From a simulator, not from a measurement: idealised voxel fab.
process module | voxel capacitor over wiring
cross-section cut | 200 nm wide | cells 5 nm
A cross-section is a grid of square cells, given in bands from the top down. A band is one or more rows of cells.
Each band's line starts with the height of the band's top and of its bottom, in nm. Then come its materials from left to right, each with its width in nm. One material with "throughout" fills the band from edge to edge. "air" is empty space.
Height 0 is the level under which the wafer as received is all one material. The lowest band goes on downwards, as in "0 down".
A width such as "30 to 40" changes by the same amount from each row of cells to the next, from the band's top row to its bottom row.
"no change" after a step means that no cell of the cross-section changed.
closed voids: empty space of 8 cells or more with no open way to the top, each as width x height at its distance from the left edge, in nm
after a step's settings: what the simulator itself notes on the step
overlay nm, on a step with a mask: how far to the right of its planned place the mask lay; to the left if negative
plan
1 op RECEIVE | material Si
2 op CONFORMAL_DEP | material SiO2 | thk nm 15
3 op DIRECTIONAL_DEP | material TiN | thk nm 5
4 op DIRECTIONAL_DEP | material W | thk nm 25
5 op MASKED_ETCH | tone cover | mask id METAL_1 | width nm 20 | pitch nm 90 | etch materials W | depth nm 25 | overlay nm 0
6 op MASKED_ETCH | tone cover | mask id METAL_1 | width nm 20 | pitch nm 90 | etch materials TiN | depth nm 5 | overlay nm 0
7 op FILL_DEP | material SiO2 | thk nm 10
8 op CMP | height nm 45
9 op CONFORMAL_DEP | material SiCN | thk nm 5
10 op DIRECTIONAL_DEP | material SiO2 | thk nm 20
11 op DIRECTIONAL_DEP | material aC | thk nm 10
12 op PATTERN | tone open | mask id PLUG_1 | material resist | width nm 15 | thk nm 25 | overlay nm 0
13 op DIRECTIONAL_ETCH | etch materials aC | depth nm 10
14 op STRIP | etch materials resist
15 op DIRECTIONAL_ETCH | etch materials SiO2 | depth nm 20
16 op DIRECTIONAL_ETCH | etch materials SiCN | depth nm 5
17 op STRIP | etch materials aC
18 op CONFORMAL_DEP | material TiN | thk nm 5
19 op FILL_DEP | material W | thk nm 5
20 op CMP | height nm 70
21 op DIRECTIONAL_DEP | material TiN | thk nm 10
22 op DIRECTIONAL_DEP | material HfO2 | thk nm 5
23 op DIRECTIONAL_DEP | material TiN | thk nm 5
24 op DIRECTIONAL_DEP | material aC | thk nm 15
25 op PATTERN | tone cover | mask id UPPER_PLATE | material resist | width nm 75 | thk nm 30 | overlay nm 0
26 op DIRECTIONAL_ETCH | etch materials aC | depth nm 15
27 op STRIP | etch materials resist
28 op DIRECTIONAL_ETCH | etch materials TiN | depth nm 5
29 op DIRECTIONAL_ETCH | etch materials HfO2 | depth nm 5
30 op STRIP | etch materials aC
31 op PATTERN | tone cover | mask id LOWER_PLATE | material resist | width nm 85 | thk nm 20 | overlay nm 0
32 op DIRECTIONAL_ETCH | etch materials TiN | depth nm 10
33 op STRIP | etch materials resist
34 op FILL_DEP | material SiO2 | thk nm 20
35 op CMP | height nm 105
36 op DIRECTIONAL_DEP | material aC | thk nm 15
37 op PATTERN | tone open | mask id PLUG_2 | material resist | width nm 15 | thk nm 35 | overlay nm 0
38 op DIRECTIONAL_ETCH | etch materials aC | depth nm 15
39 op STRIP | etch materials resist
40 op DIRECTIONAL_ETCH | etch materials SiO2 | depth nm 15
41 op STRIP | etch materials aC
42 op CONFORMAL_DEP | material TiN | thk nm 5
43 op FILL_DEP | material Cu | thk nm 5
44 op CMP | height nm 105
45 op CONFORMAL_DEP | material SiN | thk nm 5
as received, after step 1
  0 down: Si throughout
  closed voids: none
a wafer at the end: this start, this plan, one mistake
  110 to 105: SiN throughout
  105 to 95: SiO2 60 | TiN 5 | Cu 5 | TiN 5 | SiO2 125
  95 to 85: SiO2 60 to 50 | TiN 15 to 75 | SiO2 125 to 75
  85 to 80: SiO2 50 | HfO2 75 | SiO2 75
  80 to 70: SiO2 40 | TiN 95 | SiO2 65
  70 to 50: SiO2 50 | TiN 5 | W 5 | TiN 5 | SiO2 135
  50 to 45: SiCN 50 | TiN 15 | SiCN 135
  45 to 20: SiO2 45 | W 20 | SiO2 70 | W 20 | SiO2 45
  20 to 15: SiO2 45 | TiN 20 | SiO2 70 | TiN 20 | SiO2 45
  15 to 0: SiO2 throughout
  0 down: Si throughout
  closed voids: none
what went wrong: step 31 ran as: op PATTERN | tone cover | mask id LOWER_PLATE | material resist | width nm 95 | thk nm 20 | overlay nm 0
